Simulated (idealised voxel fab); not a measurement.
Proc. module: voxel ribs on slabs
This is section cut - it's 170 nm across, gridded in 5 nm square cells.
Cross-section spec: square-cell grid; bands listed top down; each band is one or more rows. Top height, bottom height, nm. Materials left to right, width each, nm. Single material + "everywhere" = fills band edge to edge. "blank" = empty. Ref level 0: as-received wafer is one material below here. Bottom band extends down with no lower bound ("from 0 down"). Width spec "30 to 40" -> top row of cells at first value, bottom row at second value, equal per-row change in between. Basically "remained unchanged" means that step didn't change any cell in the cross-section. The entry titled "Enclosed cavity list" provides the empty spaces that have no open way to the top, restricted to those of 8 cells or more. Each is presented as width x height at distance, the distance being measured from the left edge, with all three in nm. Where a step's line continues beyond its settings, the continuation is a remark by the simulator itself on that step. You can add "overlay nm" to a step's line. For a step with a mask, it describes how far the mask lay to the right of its planned position, and a negative number describes a lay to the left.

### Process steps (planned)
1,RECEIVE [material Si]
2,DIRECTIONAL_DEP [material SiO2] [thk nm 25]
3,DIRECTIONAL_DEP [material SiN] [thk nm 20]
4,MASKED_ETCH [tone cover] [mask id RIB] [width nm 20] [etch materials SiN] [depth nm 15] [overlay nm 0]
5,PATTERN [tone cover] [mask id SLAB] [material resist] [width nm 60] [thk nm 15] [overlay nm 0]
6,DIRECTIONAL_ETCH [etch materials SiN] [depth nm 5]
7,STRIP [etch materials resist]
8,FILL_DEP [material SiO2] [thk nm 25]
9,CMP [height nm 60]
10,DIRECTIONAL_DEP [material TiN] [thk nm 5]
11,PATTERN [tone cover] [mask id HEATER] [material resist] [width nm 30] [thk nm 15] [overlay nm 0]
12,DIRECTIONAL_ETCH [etch materials TiN] [depth nm 5]
13,STRIP [etch materials resist]
14,CONFORMAL_DEP [material SiN] [thk nm 10]

### Wafer at receipt (post step 1), cross-section
	from 0 down | Si everywhere
	Enclosed cavity list: none

### The first of the two wafers as seen in cross-section once the module was finished; processing followed the plan
	from 75 to 70 | blank 60 nm / SiN 50 nm / blank 60 nm
	from 70 to 65 | SiN everywhere
	from 65 to 60 | SiN 70 nm / TiN 30 nm / SiN 70 nm
	from 60 to 45 | SiO2 everywhere
	from 45 to 30 | SiO2 75 nm / SiN 20 nm / SiO2 75 nm
	from 30 to 25 | SiO2 55 nm / SiN 60 nm / SiO2 55 nm
	from 25 to 0 | SiO2 everywhere
	from 0 down | Si everywhere
	Enclosed cavity list: none

### Presented here is a cross-section of the second of the two wafers as it stood at the end of the module. It was started in the same manner and assigned the same plan as the first wafer; however, one mistake was made in its execution
	from 75 to 70 | blank 60 nm / SiN 50 nm / blank 60 nm
	from 70 to 65 | SiN everywhere
	from 65 to 60 | SiN 70 nm / TiN 30 nm / SiN 70 nm
	from 60 to 45 | SiO2 everywhere
	from 45 to 30 | SiO2 75 nm / SiN 20 nm / SiO2 75 nm
	from 30 to 25 | SiO2 60 nm / SiN 55 nm / SiO2 55 nm
	from 25 to 0 | SiO2 everywhere
	from 0 down | Si everywhere
	Enclosed cavity list: none
Want to know what went wrong? step 5 was not run as planned; what actually ran was PATTERN [tone cover] [mask id SLAB] [material resist] [width nm 55] [thk nm 15] [overlay nm 0]
In the final state, the cell counts of the second wafer exceed or fall short of those of the first for the following materials: SiN -1 | SiO2 +1
